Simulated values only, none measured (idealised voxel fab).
process module | voxel self aligned contacts
cross-section cut | 215 nm wide | cells 5 nm
A cross-section is a grid of square cells, given in bands from the top down. A band is one or more rows of cells.
Each band's line starts with the height of the band's top and of its bottom, in nm. Then come its materials from left to right, each with its width in nm. One material with "throughout" fills the band from edge to edge. "air" is empty space.
Height 0 is the level under which the wafer as received is all one material. The lowest band goes on downwards, as in "0 down".
A width such as "30 to 40" changes by the same amount from each row of cells to the next, from the band's top row to its bottom row.
"no change" after a step means that no cell of the cross-section changed.
closed voids: empty space of 8 cells or more with no open way to the top, each as width x height at its distance from the left edge, in nm
after a step's settings: what the simulator itself notes on the step
overlay nm, on a step with a mask: how far to the right of its planned place the mask lay; to the left if negative
plan
1 op RECEIVE | material Si
2 op CONFORMAL_DEP | material SiO2 | thk nm 5
3 op DIRECTIONAL_DEP | material polySi | thk nm 30
4 op DIRECTIONAL_DEP | material SiN | thk nm 25
5 op PATTERN | tone cover | mask id GATE | material resist | width nm 30 | pitch nm 70 | thk nm 15 | overlay nm 0
6 op DIRECTIONAL_ETCH | etch materials SiN | depth nm 25
7 op DIRECTIONAL_ETCH | etch materials polySi | depth nm 30
8 op STRIP | etch materials resist
9 op CONFORMAL_DEP | material SiN | thk nm 10
10 op DIRECTIONAL_ETCH | etch materials SiN | depth nm 10
11 op FILL_DEP | material SiO2 | thk nm 10
12 op CMP | height nm 65
13 op DIRECTIONAL_DEP | material aC | thk nm 15
14 op PATTERN | tone open | mask id CONTACT | material resist | width nm 50 | pitch nm 70 | thk nm 35 | overlay nm 0
15 op DIRECTIONAL_ETCH | etch materials aC | depth nm 5
16 op STRIP | etch materials resist
17 op DIRECTIONAL_ETCH | etch materials SiO2 | depth nm 65
18 op STRIP | etch materials aC
19 op CONFORMAL_DEP | material TiN | thk nm 5
20 op FILL_DEP | material W | thk nm 10
21 op CMP | height nm 65
22 op CONFORMAL_DEP | material SiN | thk nm 5
varied across the wafers: depth nm of step 15. The plan shows the first wafer's value. All wafers start alike
first wafer as received, after step 1
  0 down: Si throughout
  closed voids: none
each wafer at the end: cells of each material gained (+) or lost (-) since it was received, then its closed voids
depth nm 5 | +265 SiN | +229 SiO2 | +108 polySi | closed voids: none
depth nm 10 | +265 SiN | +229 SiO2 | +108 polySi | closed voids: none
depth nm 15 | +265 SiN | +113 SiO2 | +68 TiN | +48 W | +108 polySi | closed voids: none
depth nm 20 | +265 SiN | +113 SiO2 | +68 TiN | +48 W | +108 polySi | closed voids: none
depth nm 25 | +265 SiN | +113 SiO2 | +68 TiN | +48 W | +108 polySi | closed voids: none
depth nm 30 | +265 SiN | +113 SiO2 | +68 TiN | +48 W | +108 polySi | closed voids: none
